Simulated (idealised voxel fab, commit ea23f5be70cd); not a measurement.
process module | voxel wiring stack
cross-section cut | 215 nm wide | cells 5 nm
A cross-section is a grid of square cells, given in bands from the top down. A band is one or more rows of cells.
Each band's line starts with the height of the band's top and of its bottom, in nm. Then come its materials from left to right, each with its width in nm. One material with "throughout" fills the band from edge to edge. "air" is empty space.
Height 0 is the level under which the wafer as received is all one material. The lowest band goes on downwards, as in "0 down".
A width such as "30 to 40" changes by the same amount from each row of cells to the next, from the band's top row to its bottom row.
"no change" after a step means that no cell of the cross-section changed.
closed voids: empty space of 8 cells or more with no open way to the top, each as width x height at its distance from the left edge, in nm
after a step's settings: what the simulator itself notes on the step
overlay nm, on a step with a mask: how far to the right of its planned place the mask lay; to the left if negative
plan
1 op RECEIVE | material Si
2 op CONFORMAL_DEP | material SiO2 | thk nm 10
3 op DIRECTIONAL_DEP | material TiN | thk nm 5
4 op DIRECTIONAL_DEP | material Ru | thk nm 15
5 op MASKED_ETCH | tone cover | mask id METAL_1 | width nm 25 | pitch nm 50 | etch materials Ru | depth nm 15 | overlay nm 0
6 op MASKED_ETCH | tone cover | mask id METAL_1 | width nm 25 | pitch nm 50 | etch materials TiN | depth nm 5 | overlay nm 0
7 op FILL_DEP | material lowk | thk nm 5
8 op CMP | height nm 30
9 op CONFORMAL_DEP | material SiCN | thk nm 5
10 op DIRECTIONAL_DEP | material SiO2 | thk nm 15
11 op PATTERN | tone open | mask id PLUG_1 | material resist | width nm 15 | thk nm 15 | overlay nm 0
12 op DIRECTIONAL_ETCH | etch materials SiO2 | depth nm 15
13 op DIRECTIONAL_ETCH | etch materials SiCN | depth nm 5
14 op STRIP | etch materials resist
15 op EPI | material Ru | thk nm 10
16 op EPI | material Ru | thk nm 10
17 op DIRECTIONAL_DEP | material TiN | thk nm 5
18 op DIRECTIONAL_DEP | material Ru | thk nm 20
19 op DIRECTIONAL_DEP | material aC | thk nm 15
20 op PATTERN | tone cover | mask id METAL_2 | material resist | width nm 25 | pitch nm 50 | thk nm 35 | overlay nm 0
21 op DIRECTIONAL_ETCH | etch materials aC | depth nm 15
22 op STRIP | etch materials resist
23 op DIRECTIONAL_ETCH | etch materials Ru | depth nm 20
24 op DIRECTIONAL_ETCH | etch materials TiN | depth nm 5
25 op STRIP | etch materials aC
26 op CONFORMAL_DEP | material SiN | thk nm 5
27 op FILL_DEP | material SiO2 | thk nm 5
28 op CMP | height nm 75
29 op CONFORMAL_DEP | material SiCN | thk nm 5
30 op DIRECTIONAL_DEP | material lowk | thk nm 10
31 op MASKED_ETCH | tone open | mask id PLUG_2 | width nm 15 | pitch nm 50 | etch materials lowk | depth nm 10 | overlay nm 0
32 op MASKED_ETCH | tone open | mask id PLUG_2 | width nm 15 | pitch nm 50 | etch materials SiCN | depth nm 5 | overlay nm 0
33 op CONFORMAL_DEP | material TiN | thk nm 5
34 op FILL_DEP | material Ru | thk nm 10
35 op CMP | height nm 90
36 op CONFORMAL_DEP | material SiCN | thk nm 5
37 op DIRECTIONAL_DEP | material SiO2 | thk nm 20
38 op PATTERN | tone open | mask id METAL_3 | material resist | width nm 25 | pitch nm 50 | thk nm 15 | overlay nm 0
39 op DIRECTIONAL_ETCH | etch materials SiO2 | depth nm 20
40 op DIRECTIONAL_ETCH | etch materials SiCN | depth nm 5
41 op STRIP | etch materials resist
42 op CONFORMAL_DEP | material TiN | thk nm 5
43 op FILL_DEP | material W | thk nm 10
44 op CMP | height nm 115
45 op EPI | material Ru | thk nm 5
46 op FILL_DEP | material SiCN | thk nm 5
47 op DIRECTIONAL_DEP | material lowk | thk nm 30
48 op DIRECTIONAL_DEP | material aC | thk nm 10
49 op PATTERN | tone open | mask id METAL_4_HOLES | material resist | width nm 15 | thk nm 30 | overlay nm 0
50 op DIRECTIONAL_ETCH | etch materials aC | depth nm 10
51 op STRIP | etch materials resist
52 op DIRECTIONAL_ETCH | etch materials lowk | depth nm 30
53 op STRIP | etch materials aC
54 op DIRECTIONAL_DEP | material aC | thk nm 10
55 op PATTERN | tone open | mask id METAL_4 | material resist | width nm 25 | pitch nm 50 | thk nm 25 | overlay nm 0
56 op DIRECTIONAL_ETCH | etch materials aC | depth nm 10
57 op STRIP | etch materials resist
58 op DIRECTIONAL_ETCH | etch materials lowk | depth nm 15
59 op DIRECTIONAL_ETCH | etch materials SiCN | depth nm 5
60 op STRIP | etch materials aC
61 op CONFORMAL_DEP | material TiN | thk nm 5
62 op FILL_DEP | material Cu | thk nm 5
63 op CMP | height nm 155
64 op CONFORMAL_DEP | material SiN | thk nm 5
as received, after step 1
  0 down: Si throughout
  closed voids: none
a wafer at the end: this start, this plan, one mistake
  160 to 155: SiN throughout
  155 to 145: lowk 70 | TiN 5 | Cu 15 | TiN 5 | lowk 25 | TiN 5 | Cu 15 | TiN 5 | lowk 70
  145 to 140: lowk 70 | TiN 5 | Cu 5 | TiN 15 | lowk 25 | TiN 25 | lowk 70
  140 to 125: lowk 70 | TiN 5 | Cu 5 | TiN 5 | lowk 130
  125 to 120: SiCN 70 | TiN 15 | SiCN 130
  120 to 115: SiCN 65 | Ru 35 | SiCN 15 | Ru 35 | SiCN 65
  115 to 95: SiO2 70 | TiN 5 | W 15 | TiN 5 | SiO2 25 | TiN 5 | W 15 | TiN 5 | SiO2 70
  95 to 90: SiCN 70 | TiN 25 | SiCN 25 | TiN 25 | SiCN 70
  90 to 80: lowk 70 | TiN 5 | Ru 5 | TiN 5 | lowk 35 | TiN 5 | Ru 5 | TiN 5 | lowk 80
  80 to 75: SiCN 70 | TiN 15 | SiCN 35 | TiN 15 | SiCN 80
  75 to 55: Ru 70 | SiN 5 | SiO2 15 | SiN 5 | Ru 25 | SiN 5 | SiO2 15 | SiN 5 | Ru 70
  55 to 50: TiN 70 | SiN 25 | TiN 25 | SiN 25 | TiN 70
  50 to 35: SiO2 70 | Ru 15 | SiO2 130
  35 to 30: SiCN 70 | Ru 15 | SiCN 130
  30 to 15: lowk 70 | Ru 25 | lowk 25 | Ru 25 | lowk 70
  15 to 10: lowk 70 | TiN 25 | lowk 25 | TiN 25 | lowk 70
  10 to 0: SiO2 throughout
  0 down: Si throughout
  closed voids: none
what went wrong: step 20 ran as: op PATTERN | tone open | mask id METAL_2 | material resist | width nm 25 | pitch nm 50 | thk nm 35 | overlay nm 0
